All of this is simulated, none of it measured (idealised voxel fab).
voxel self aligned vias: a process module
cross-section cut | 220 nm wide | cells 5 nm
The cross-sections in this document take the form of a grid made of square cells. They are written out as bands, in order from top to bottom. Each band consists of one or more rows of cells. The band entry comprises the height of the band's top followed by the height of its bottom, expressed in nm, and subsequently the band's materials from left to right, each stated together with its width in nm. Where a single material is marked with the word "all across", that material fills the band from edge to edge. The word "blank" represents empty space. A quick word on heights: they are counted from 0, and under that level the wafer as it came to us is one material throughout. The lowest band is different from the rest in having no bottom; it simply continues downward, written as in "0 -> down". Width spec "30 to 40" -> top row of cells at first value, bottom row at second value, equal per-row change in between. Where a step carries "no modifications", the cross-section came out of it unchanged, cell for cell. Any empty space of 8 cells or more lacking an open way to the top shows up in "Voids, enclosed" as width x height at distance, distance from the left edge, in nm. What comes after the settings on a step's line is commentary from the simulator itself on that step. "overlay nm", when on a step's line for a step with a mask, measures how far to the right of its planned place the mask lay; a negative measure means to the left.
These are the steps we planned for the process:
1 RECEIVE (material Si)
2 CONFORMAL_DEP (material SiO2; thk nm 10)
3 CONFORMAL_DEP (material SiCN; thk nm 5)
4 DIRECTIONAL_DEP (material lowk; thk nm 25)
5 PATTERN (tone open; mask id LINES; material resist; width nm 20; pitch nm 55; thk nm 15; overlay nm 0)
6 DIRECTIONAL_ETCH (etch materials lowk; depth nm 25)
7 STRIP (etch materials resist)
8 CONFORMAL_DEP (material TiN; thk nm 5)
9 FILL_DEP (material Ru; thk nm 5)
10 CMP (height nm 40)
11 SELECTIVE_ETCH (etch materials W Ru TiN; depth nm 10)
12 FILL_DEP (material SiN; thk nm 10)
13 CMP (height nm 40)
14 DIRECTIONAL_DEP (material lowk; thk nm 20)
15 MASKED_ETCH (tone open; mask id VIAS; width nm 40; etch materials lowk; depth nm 20; overlay nm 0)
16 MASKED_ETCH (tone open; mask id VIAS; width nm 40; etch materials SiN; depth nm 10; overlay nm 0)
17 CONFORMAL_DEP (material TiN; thk nm 5)
18 FILL_DEP (material W; thk nm 10)
19 CMP (height nm 60)
20 CONFORMAL_DEP (material SiCN; thk nm 5)
As-received wafer cross-section (after step 1):
> 0 -> down: Si all across
> Voids, enclosed: none
First wafer at the end, as planned:
> 65 -> 60: SiCN all across
> 60 -> 45: 60 lowk; 5 TiN; 30 W; 5 TiN; 120 lowk
> 45 -> 40: 60 lowk; 15 TiN; 10 W; 15 TiN; 120 lowk
> 40 -> 35: 70 lowk; 5 TiN; 10 W; 5 TiN; 35 lowk; 20 SiN; 75 lowk
> 35 -> 30: 70 lowk; 20 TiN; 35 lowk; 20 SiN; 75 lowk
> 30 -> 20: 70 lowk; 5 TiN; 10 Ru; 5 TiN; 35 lowk; 5 TiN; 10 Ru; 5 TiN; 75 lowk
> 20 -> 15: 70 lowk; 20 TiN; 35 lowk; 20 TiN; 75 lowk
> 15 -> 10: SiCN all across
> 10 -> 0: SiO2 all across
> 0 -> down: Si all across
> Voids, enclosed: none
Second wafer cross-section at end of module - shared start and plan with the first, one mistake in the run:
> 65 -> 60: SiCN all across
> 60 -> 45: 60 lowk; 5 TiN; 30 W; 5 TiN; 120 lowk
> 45 -> 40: 60 lowk; 40 TiN; 120 lowk
> 40 -> 30: 60 SiN; 10 TiN; 20 lowk; 10 TiN; 25 SiN; 20 lowk; 75 SiN
> 30 -> 20: 65 Ru; 5 TiN; 20 lowk; 5 TiN; 25 Ru; 5 TiN; 20 lowk; 5 TiN; 70 Ru
> 20 -> 15: 70 TiN; 20 lowk; 35 TiN; 20 lowk; 75 TiN
> 15 -> 10: SiCN all across
> 10 -> 0: SiO2 all across
> 0 -> down: Si all across
> Voids, enclosed: none
What broke from the plan during processing? note that step 5 departed from the planned setting and was carried out as PATTERN (tone cover; mask id LINES; material resist; width nm 20; pitch nm 55; thk nm 15; overlay nm 0)
End check, counted in cells, second wafer has more or fewer of these materials than the first: Ru: 56 more | SiN: 56 more | TiN: 32 more | W: 4 fewer | lowk: 140 fewer
